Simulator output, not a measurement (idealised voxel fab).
Herein follows the process module entitled voxel capacitor over wiring.
For reference, the cross-section in this document is cut, with width 200 nm and square cells of 5 nm.
Notation: cross-section as square-cell grid; stated in bands, top first, going down; one or more cell rows per band.
Per band: top height and bottom height in nm, followed by the left-to-right materials and their widths in nm; "throughout" marks a single material spanning edge to edge, "air" marks empty space.
Measure heights from 0. That's the level where, below it, the as-received wafer is all one material. The lowest band is bottomless and extends downward; write it as in "z 0 and below".
Per-row width for "30 to 40": begins at first number (top row of band), ends at second number (bottom row), increment between rows held constant.
"no alteration" (step): cross-section cells unchanged, all of them.
The entry titled "Closed voids list" provides the empty spaces that have no open way to the top, restricted to those of 8 cells or more. Each is presented as width x height at distance, the distance being measured from the left edge, with all three in nm.
Heads up: the bit after the settings on a step's line is the simulator's remark on that step.
If you see "overlay nm" on a step's line and that step has a mask, it's telling you how far right of where it was planned the mask ended up; a negative number means it went left instead.
Reading guide: pairs of cross-sections, before and after one process step; after view cut off at lowest changed band; step and settings listed under each pair. Pairs may stem from different runs of this module on the same starting wafer; continuity with the pair above only where the "Pre-process state" entry states it.

**Pre-process state**
  z 110 to 95 = SiO2 throughout
  z 95 to 85 = SiO2: 55 | TiN: 65 | SiO2: 80
  z 85 to 80 = SiO2: 55 | HfO2: 65 | SiO2: 80
  z 80 to 70 = SiO2: 50 | TiN: 75 | SiO2: 75
  z 70 to 50 = lowk: 55 | Ru: 15 | lowk: 130
  z 50 to 45 = SiCN: 55 | Ru: 15 | SiCN: 130
  z 45 to 20 = SiO2: 45 | Ru: 25 | SiO2: 60 | Ru: 25 | SiO2: 45
  z 20 to 15 = SiO2: 45 | TiN: 25 | SiO2: 60 | TiN: 25 | SiO2: 45
  z 15 to 0 = SiO2 throughout
  z 0 and below = Si throughout
  Closed voids list: none

**After the Step**
  z 125 to 110 = resist: 75 | air: 15 | resist: 110
  Under 110: no change, same as before.
  Closed voids list: none
So what happens between those two cross-sections up there? PATTERN,tone open,mask id PLUG_2,material resist,width nm 15,thk nm 15,overlay nm 10

Pre-process state: Reference is made to the cross-section shown after the step in the pair directly above, which represents the state prior to this step.

**After the Step**
  z 125 to 110 = resist: 75 | air: 15 | resist: 110
  z 110 to 95 = SiO2: 75 | air: 15 | SiO2: 110
  Under 95: no change, same as before.
  Closed voids list: none
So what happens between those two cross-sections up there? DIRECTIONAL_ETCH,etch materials SiO2,depth nm 15

Pre-process state: Reference is made to the cross-section shown after the step in the pair directly above, which represents the state prior to this step.

**After the Step**
  z 110 to 95 = SiO2: 75 | air: 15 | SiO2: 110
  Under 95: no change, same as before.
  Closed voids list: none
So what happens between those two cross-sections up there? STRIP,etch materials resist

Pre-process state: Reference is made to the cross-section shown after the step in the pair directly above, which represents the state prior to this step.

**After the Step**
  z 115 to 110 = TiN: 80 | air: 5 | TiN: 115
  z 110 to 100 = SiO2: 75 | TiN: 5 | air: 5 | TiN: 5 | SiO2: 110
  z 100 to 95 = SiO2: 75 | TiN: 15 | SiO2: 110
  Under 95: no change, same as before.
  Closed voids list: none
So what happens between those two cross-sections up there? CONFORMAL_DEP,material TiN,thk nm 5

Pre-process state: Reference is made to the cross-section shown after the step in the pair directly above, which represents the state prior to this step.

**After the Step**
  z 125 to 115 = Ru throughout
  z 115 to 110 = TiN: 80 | Ru: 5 | TiN: 115
  z 110 to 100 = SiO2: 75 | TiN: 5 | Ru: 5 | TiN: 5 | SiO2: 110
  Under 100: no change, same as before.
  Closed voids list: none
So what happens between those two cross-sections up there? FILL_DEP,material Ru,thk nm 10

Pre-process state: Reference is made to the cross-section shown after the step in the pair directly above, which represents the state prior to this step.

**After the Step**
  z 110 to 100 = SiO2: 75 | TiN: 5 | Ru: 5 | TiN: 5 | SiO2: 110
  Under 100: no change, same as before.
  Closed voids list: none
So what happens between those two cross-sections up there? CMP,height nm 110

Pre-process state: Reference is made to the cross-section shown after the step in the pair directly above, which represents the state prior to this step.

**After the Step**
  z 115 to 110 = SiN throughout
  Under 110: no change, same as before.
  Closed voids list: none
So what happens between those two cross-sections up there? CONFORMAL_DEP,material SiN,thk nm 5

**Pre-process state**
  z 50 to 45 = SiCN throughout
  z 45 to 20 = SiO2: 45 | Ru: 25 | SiO2: 60 | Ru: 25 | SiO2: 45
  z 20 to 15 = SiO2: 45 | TiN: 25 | SiO2: 60 | TiN: 25 | SiO2: 45
  z 15 to 0 = SiO2 throughout
  z 0 and below = Si throughout
  Closed voids list: none

**After the Step**
  z 70 to 50 = TiN throughout
  Under 50: no change, same as before.
  Closed voids list: none
So what happens between those two cross-sections up there? DIRECTIONAL_DEP,material TiN,thk nm 20

Pre-process state: Reference is made to the cross-section shown after the step in the pair directly above, which represents the state prior to this step.

**After the Step**
  z 80 to 70 = Ru throughout
  Under 70: no change, same as before.
  Closed voids list: none
So what happens between those two cross-sections up there? EPI,material Ru,thk nm 10

Pre-process state: Reference is made to the cross-section shown after the step in the pair directly above, which represents the state prior to this step.

**After the Step**
  z 90 to 70 = Ru throughout
  Under 70: no change, same as before.
  Closed voids list: none
So what happens between those two cross-sections up there? EPI,material Ru,thk nm 10

Pre-process state: Reference is made to the cross-section shown after the step in the pair directly above, which represents the state prior to this step.

**After the Step**
  z 95 to 70 = Ru throughout
  Under 70: no change, same as before.
  Closed voids list: none
So what happens between those two cross-sections up there? EPI,material Ru,thk nm 5

Pre-process state: Reference is made to the cross-section shown after the step in the pair directly above, which represents the state prior to this step.

**After the Step**
  z 105 to 95 = TiN throughout
  Under 95: no change, same as before.
  Closed voids list: none
So what happens between those two cross-sections up there? DIRECTIONAL_DEP,material TiN,thk nm 10

Pre-process state: Reference is made to the cross-section shown after the step in the pair directly above, which represents the state prior to this step.

**After the Step**
  z 110 to 105 = HfO2 throughout
  Under 105: no change, same as before.
  Closed voids list: none
So what happens between those two cross-sections up there? DIRECTIONAL_DEP,material HfO2,thk nm 5

Pre-process state: Reference is made to the cross-section shown after the step in the pair directly above, which represents the state prior to this step.

**After the Step**
  z 120 to 110 = TiN throughout
  Under 110: no change, same as before.
  Closed voids list: none
So what happens between those two cross-sections up there? DIRECTIONAL_DEP,material TiN,thk nm 10

Pre-process state: Reference is made to the cross-section shown after the step in the pair directly above, which represents the state prior to this step.

**After the Step**
  z 130 to 120 = aC throughout
  Under 120: no change, same as before.
  Closed voids list: none
So what happens between those two cross-sections up there? DIRECTIONAL_DEP,material aC,thk nm 10

Pre-process state: Reference is made to the cross-section shown after the step in the pair directly above, which represents the state prior to this step.

**After the Step**
  z 160 to 130 = air: 55 | resist: 65 | air: 80
  Under 130: no change, same as before.
  Closed voids list: none
So what happens between those two cross-sections up there? PATTERN,tone cover,mask id UPPER_PLATE,material resist,width nm 65,thk nm 30,overlay nm 0

Pre-process state: Reference is made to the cross-section shown after the step in the pair directly above, which represents the state prior to this step.

**After the Step**
  z 150 to 130 = air: 55 | resist: 65 | air: 80
  z 130 to 120 = air: 55 | aC: 65 | air: 80
  Under 120: no change, same as before.
  Closed voids list: none
So what happens between those two cross-sections up there? DIRECTIONAL_ETCH,etch materials aC,depth nm 10

Pre-process state: Reference is made to the cross-section shown after the step in the pair directly above, which represents the state prior to this step.

**After the Step**
  z 130 to 120 = air: 55 | aC: 65 | air: 80
  Under 120: no change, same as before.
  Closed voids list: none
So what happens between those two cross-sections up there? STRIP,etch materials resist

Pre-process state: Reference is made to the cross-section shown after the step in the pair directly above, which represents the state prior to this step.

**After the Step**
  z 130 to 120 = air: 55 | aC: 65 | air: 80
  z 120 to 110 = air: 55 | TiN: 65 | air: 80
  Under 110: no change, same as before.
  Closed voids list: none
So what happens between those two cross-sections up there? DIRECTIONAL_ETCH,etch materials TiN,depth nm 10

Pre-process state: Reference is made to the cross-section shown after the step in the pair directly above, which represents the state prior to this step.

**After the Step**
  z 130 to 120 = air: 55 | aC: 65 | air: 80
  z 120 to 110 = air: 55 | TiN: 65 | air: 80
  z 110 to 105 = air: 55 | HfO2: 65 | air: 80
  Under 105: no change, same as before.
  Closed voids list: none
So what happens between those two cross-sections up there? DIRECTIONAL_ETCH,etch materials HfO2,depth nm 5

Pre-process state: Reference is made to the cross-section shown after the step in the pair directly above, which represents the state prior to this step.

**After the Step**
  z 120 to 110 = air: 55 | TiN: 65 | air: 80
  Under 110: no change, same as before.
  Closed voids list: none
So what happens between those two cross-sections up there? STRIP,etch materials aC

Pre-process state: Reference is made to the cross-section shown after the step in the pair directly above, which represents the state prior to this step.

**After the Step**
  z 135 to 120 = air: 55 | aC: 65 | air: 80
  z 120 to 110 = aC: 55 | TiN: 65 | aC: 80
  z 110 to 105 = aC: 55 | HfO2: 65 | aC: 80
  Under 105: no change, same as before.
  Closed voids list: none
So what happens between those two cross-sections up there? DIRECTIONAL_DEP,material aC,thk nm 15

Pre-process state: Reference is made to the cross-section shown after the step in the pair directly above, which represents the state prior to this step.

**After the Step**
  z 170 to 135 = air: 50 | resist: 75 | air: 75
  z 135 to 120 = air: 50 | resist: 5 | aC: 65 | resist: 5 | air: 75
  Under 120: no change, same as before.
  Closed voids list: none
So what happens between those two cross-sections up there? PATTERN,tone cover,mask id LOWER_PLATE,material resist,width nm 75,thk nm 35,overlay nm 0

Pre-process state: Reference is made to the cross-section shown after the step in the pair directly above, which represents the state prior to this step.

**After the Step**
  z 155 to 135 = air: 50 | resist: 75 | air: 75
  z 135 to 120 = air: 50 | resist: 5 | aC: 65 | resist: 5 | air: 75
  z 120 to 110 = air: 50 | aC: 5 | TiN: 65 | aC: 5 | air: 75
  z 110 to 105 = air: 50 | aC: 5 | HfO2: 65 | aC: 5 | air: 75
  Under 105: no change, same as before.
  Closed voids list: none
So what happens between those two cross-sections up there? DIRECTIONAL_ETCH,etch materials aC,depth nm 15

Pre-process state: Reference is made to the cross-section shown after the step in the pair directly above, which represents the state prior to this step.

**After the Step**
  z 135 to 120 = air: 55 | aC: 65 | air: 80
  Under 120: no change, same as before.
  Closed voids list: none
So what happens between those two cross-sections up there? STRIP,etch materials resist

Pre-process state: Reference is made to the cross-section shown after the step in the pair directly above, which represents the state prior to this step.

**After the Step**
  z 135 to 120 = air: 55 | aC: 65 | air: 80
  z 120 to 110 = air: 50 | aC: 5 | TiN: 65 | aC: 5 | air: 75
  z 110 to 105 = air: 50 | aC: 5 | HfO2: 65 | aC: 5 | air: 75
  z 105 to 95 = air: 50 | TiN: 75 | air: 75
  Under 95: no change, same as before.
  Closed voids list: none
So what happens between those two cross-sections up there? DIRECTIONAL_ETCH,etch materials TiN,depth nm 10

Pre-process state: Reference is made to the cross-section shown after the step in the pair directly above, which represents the state prior to this step.

**After the Step**
  z 120 to 110 = air: 55 | TiN: 65 | air: 80
  z 110 to 105 = air: 55 | HfO2: 65 | air: 80
  Under 105: no change, same as before.
  Closed voids list: none
So what happens between those two cross-sections up there? STRIP,etch materials aC

Pre-process state: Reference is made to the cross-section shown after the step in the pair directly above, which represents the state prior to this step.

**After the Step**
  z 140 to 120 = SiO2 throughout
  z 120 to 110 = SiO2: 55 | TiN: 65 | SiO2: 80
  z 110 to 105 = SiO2: 55 | HfO2: 65 | SiO2: 80
  z 105 to 95 = SiO2: 50 | TiN: 75 | SiO2: 75
  Under 95: no change, same as before.
  Closed voids list: none
So what happens between those two cross-sections up there? FILL_DEP,material SiO2,thk nm 20

Pre-process state: Reference is made to the cross-section shown after the step in the pair directly above, which represents the state prior to this step.

**After the Step**
  z 110 to 105 = SiO2: 55 | HfO2: 65 | SiO2: 80
  Under 105: no change, same as before.
  Closed voids list: none
So what happens between those two cross-sections up there? CMP,height nm 110

Pre-process state: Reference is made to the cross-section shown after the step in the pair directly above, which represents the state prior to this step.

**After the Step**
  z 125 to 110 = resist: 65 | air: 15 | resist: 120
  Under 110: no change, same as before.
  Closed voids list: none
So what happens between those two cross-sections up there? PATTERN,tone open,mask id PLUG_2,material resist,width nm 15,thk nm 15,overlay nm 0

Pre-process state: Reference is made to the cross-section shown after the step in the pair directly above, which represents the state prior to this step.

**After the Step**
  z 110 to 105 = SiO2: 55 | HfO2: 65 | SiO2: 80
  Under 105: no change, same as before.
  Closed voids list: none
So what happens between those two cross-sections up there? STRIP,etch materials resist

Pre-process state: Reference is made to the cross-section shown after the step in the pair directly above, which represents the state prior to this step.

**After the Step**
  z 115 to 110 = TiN throughout
  Under 110: no change, same as before.
  Closed voids list: none
So what happens between those two cross-sections up there? CONFORMAL_DEP,material TiN,thk nm 5

Pre-process state: Reference is made to the cross-section shown after the step in the pair directly above, which represents the state prior to this step.

**After the Step**
  z 125 to 115 = Ru throughout
  Under 115: no change, same as before.
  Closed voids list: none
So what happens between those two cross-sections up there? FILL_DEP,material Ru,thk nm 10

Pre-process state: Reference is made to the cross-section shown after the step in the pair directly above, which represents the state prior to this step.

**After the Step**
  z 110 to 105 = SiO2: 55 | HfO2: 65 | SiO2: 80
  Under 105: no change, same as before.
  Closed voids list: none
So what happens between those two cross-sections up there? CMP,height nm 110

Pre-process state: Reference is made to the cross-section shown after the step in the pair directly above, which represents the state prior to this step.

**After the Step**
  z 115 to 110 = SiN throughout
  Under 110: no change, same as before.
  Closed voids list: none
So what happens between those two cross-sections up there? CONFORMAL_DEP,material SiN,thk nm 5

**Pre-process state**
  z 105 to 95 = aC throughout
  z 95 to 85 = TiN throughout
  z 85 to 80 = HfO2 throughout
  z 80 to 70 = TiN throughout
  z 70 to 50 = lowk: 55 | Ru: 15 | lowk: 130
  z 50 to 45 = SiCN: 55 | Ru: 15 | SiCN: 130
  z 45 to 20 = SiO2: 45 | Ru: 25 | SiO2: 60 | Ru: 25 | SiO2: 45
  z 20 to 15 = SiO2: 45 | TiN: 25 | SiO2: 60 | TiN: 25 | SiO2: 45
  z 15 to 0 = SiO2 throughout
  z 0 and below = Si throughout
  Closed voids list: none

**After the Step**
  z 135 to 105 = resist: 55 | air: 65 | resist: 80
  Under 105: no change, same as before.
  Closed voids list: none
So what happens between those two cross-sections up there? PATTERN,tone open,mask id UPPER_PLATE,material resist,width nm 65,thk nm 30,overlay nm 0

Pre-process state: Reference is made to the cross-section shown after the step in the pair directly above, which represents the state prior to this step.

**After the Step**
  z 125 to 105 = resist: 55 | air: 65 | resist: 80
  z 105 to 95 = aC: 55 | air: 65 | aC: 80
  Under 95: no change, same as before.
  Closed voids list: none
So what happens between those two cross-sections up there? DIRECTIONAL_ETCH,etch materials aC,depth nm 10

Pre-process state: Reference is made to the cross-section shown after the step in the pair directly above, which represents the state prior to this step.

**After the Step**
  z 105 to 95 = aC: 55 | air: 65 | aC: 80
  Under 95: no change, same as before.
  Closed voids list: none
So what happens between those two cross-sections up there? STRIP,etch materials resist

Pre-process state: Reference is made to the cross-section shown after the step in the pair directly above, which represents the state prior to this step.

**After the Step**
  z 105 to 95 = aC: 55 | air: 65 | aC: 80
  z 95 to 85 = TiN: 55 | air: 65 | TiN: 80
  Under 85: no change, same as before.
  Closed voids list: none
So what happens between those two cross-sections up there? DIRECTIONAL_ETCH,etch materials TiN,depth nm 10

Pre-process state: Reference is made to the cross-section shown after the step in the pair directly above, which represents the state prior to this step.

**After the Step**
  z 105 to 95 = aC: 55 | air: 65 | aC: 80
  z 95 to 85 = TiN: 55 | air: 65 | TiN: 80
  z 85 to 80 = HfO2: 55 | air: 65 | HfO2: 80
  Under 80: no change, same as before.
  Closed voids list: none
So what happens between those two cross-sections up there? DIRECTIONAL_ETCH,etch materials HfO2,depth nm 5

Pre-process state: Reference is made to the cross-section shown after the step in the pair directly above, which represents the state prior to this step.

**After the Step**
  z 95 to 85 = TiN: 55 | air: 65 | TiN: 80
  Under 85: no change, same as before.
  Closed voids list: none
So what happens between those two cross-sections up there? STRIP,etch materials aC

Pre-process state: Reference is made to the cross-section shown after the step in the pair directly above, which represents the state prior to this step.

**After the Step**
  z 110 to 95 = aC: 55 | air: 65 | aC: 80
  z 95 to 85 = TiN: 55 | aC: 65 | TiN: 80
  z 85 to 80 = HfO2: 55 | aC: 65 | HfO2: 80
  Under 80: no change, same as before.
  Closed voids list: none
So what happens between those two cross-sections up there? DIRECTIONAL_DEP,material aC,thk nm 15

Pre-process state: Reference is made to the cross-section shown after the step in the pair directly above, which represents the state prior to this step.

**After the Step**
  z 145 to 110 = air: 50 | resist: 75 | air: 75
  z 110 to 95 = aC: 55 | resist: 65 | aC: 80
  Under 95: no change, same as before.
  Closed voids list: none
So what happens between those two cross-sections up there? PATTERN,tone cover,mask id LOWER_PLATE,material resist,width nm 75,thk nm 35,overlay nm 0

Pre-process state: Reference is made to the cross-section shown after the step in the pair directly above, which represents the state prior to this step.

**After the Step**
  z 130 to 110 = air: 50 | resist: 75 | air: 75
  z 110 to 95 = air: 50 | aC: 5 | resist: 65 | aC: 5 | air: 75
  Under 95: no change, same as before.
  Closed voids list: none
So what happens between those two cross-sections up there? DIRECTIONAL_ETCH,etch materials aC,depth nm 15

Pre-process state: Reference is made to the cross-section shown after the step in the pair directly above, which represents the state prior to this step.

**After the Step**
  z 110 to 95 = air: 50 | aC: 5 | air: 65 | aC: 5 | air: 75
  Under 95: no change, same as before.
  Closed voids list: none
So what happens between those two cross-sections up there? STRIP,etch materials resist

Pre-process state: Reference is made to the cross-section shown after the step in the pair directly above, which represents the state prior to this step.

**After the Step**
  z 110 to 95 = air: 50 | aC: 5 | air: 65 | aC: 5 | air: 75
  z 95 to 85 = air: 50 | TiN: 5 | aC: 65 | TiN: 5 | air: 75
  Under 85: no change, same as before.
  Closed voids list: none
So what happens between those two cross-sections up there? DIRECTIONAL_ETCH,etch materials TiN,depth nm 10

Pre-process state: Reference is made to the cross-section shown after the step in the pair directly above, which represents the state prior to this step.

**After the Step**
  z 95 to 85 = air: 50 | TiN: 5 | air: 65 | TiN: 5 | air: 75
  z 85 to 80 = HfO2: 55 | air: 65 | HfO2: 80
  Under 80: no change, same as before.
  Closed voids list: none
So what happens between those two cross-sections up there? STRIP,etch materials aC

Pre-process state: Reference is made to the cross-section shown after the step in the pair directly above, which represents the state prior to this step.

**After the Step**
  z 115 to 95 = SiO2 throughout
  z 95 to 85 = SiO2: 50 | TiN: 5 | SiO2: 65 | TiN: 5 | SiO2: 75
  z 85 to 80 = HfO2: 55 | SiO2: 65 | HfO2: 80
  Under 80: no change, same as before.
  Closed voids list: none
So what happens between those two cross-sections up there? FILL_DEP,material SiO2,thk nm 20

Pre-process state: Reference is made to the cross-section shown after the step in the pair directly above, which represents the state prior to this step.

**After the Step**
  z 110 to 95 = SiO2 throughout
  Under 95: no change, same as before.
  Closed voids list: none
So what happens between those two cross-sections up there? CMP,height nm 110

Pre-process state: Reference is made to the cross-section shown after the step in the pair directly above, which represents the state prior to this step.

**After the Step**
  z 125 to 110 = resist: 65 | air: 15 | resist: 120
  Under 110: no change, same as before.
  Closed voids list: none
So what happens between those two cross-sections up there? PATTERN,tone open,mask id PLUG_2,material resist,width nm 15,thk nm 15,overlay nm 0

Pre-process state: Reference is made to the cross-section shown after the step in the pair directly above, which represents the state prior to this step.

**After the Step**
  z 125 to 110 = resist: 65 | air: 15 | resist: 120
  z 110 to 95 = SiO2: 65 | air: 15 | SiO2: 120
  Under 95: no change, same as before.
  Closed voids list: none
So what happens between those two cross-sections up there? DIRECTIONAL_ETCH,etch materials SiO2,depth nm 15

Pre-process state: Reference is made to the cross-section shown after the step in the pair directly above, which represents the state prior to this step.

**After the Step**
  z 110 to 95 = SiO2: 65 | air: 15 | SiO2: 120
  Under 95: no change, same as before.
  Closed voids list: none
So what happens between those two cross-sections up there? STRIP,etch materials resist

Pre-process state: Reference is made to the cross-section shown after the step in the pair directly above, which represents the state prior to this step.

**After the Step**
  z 115 to 110 = TiN: 70 | air: 5 | TiN: 125
  z 110 to 100 = SiO2: 65 | TiN: 5 | air: 5 | TiN: 5 | SiO2: 120
  z 100 to 95 = SiO2: 65 | TiN: 15 | SiO2: 120
  Under 95: no change, same as before.
  Closed voids list: none
So what happens between those two cross-sections up there? CONFORMAL_DEP,material TiN,thk nm 5

Pre-process state: Reference is made to the cross-section shown after the step in the pair directly above, which represents the state prior to this step.

**After the Step**
  z 125 to 115 = Ru throughout
  z 115 to 110 = TiN: 70 | Ru: 5 | TiN: 125
  z 110 to 100 = SiO2: 65 | TiN: 5 | Ru: 5 | TiN: 5 | SiO2: 120
  Under 100: no change, same as before.
  Closed voids list: none
So what happens between those two cross-sections up there? FILL_DEP,material Ru,thk nm 10

Pre-process state: Reference is made to the cross-section shown after the step in the pair directly above, which represents the state prior to this step.

**After the Step**
  z 110 to 100 = SiO2: 65 | TiN: 5 | Ru: 5 | TiN: 5 | SiO2: 120
  Under 100: no change, same as before.
  Closed voids list: none
So what happens between those two cross-sections up there? CMP,height nm 110

Pre-process state: Reference is made to the cross-section shown after the step in the pair directly above, which represents the state prior to this step.

**After the Step**
  z 115 to 110 = SiN throughout
  Under 110: no change, same as before.
  Closed voids list: none
So what happens between those two cross-sections up there? CONFORMAL_DEP,material SiN,thk nm 5
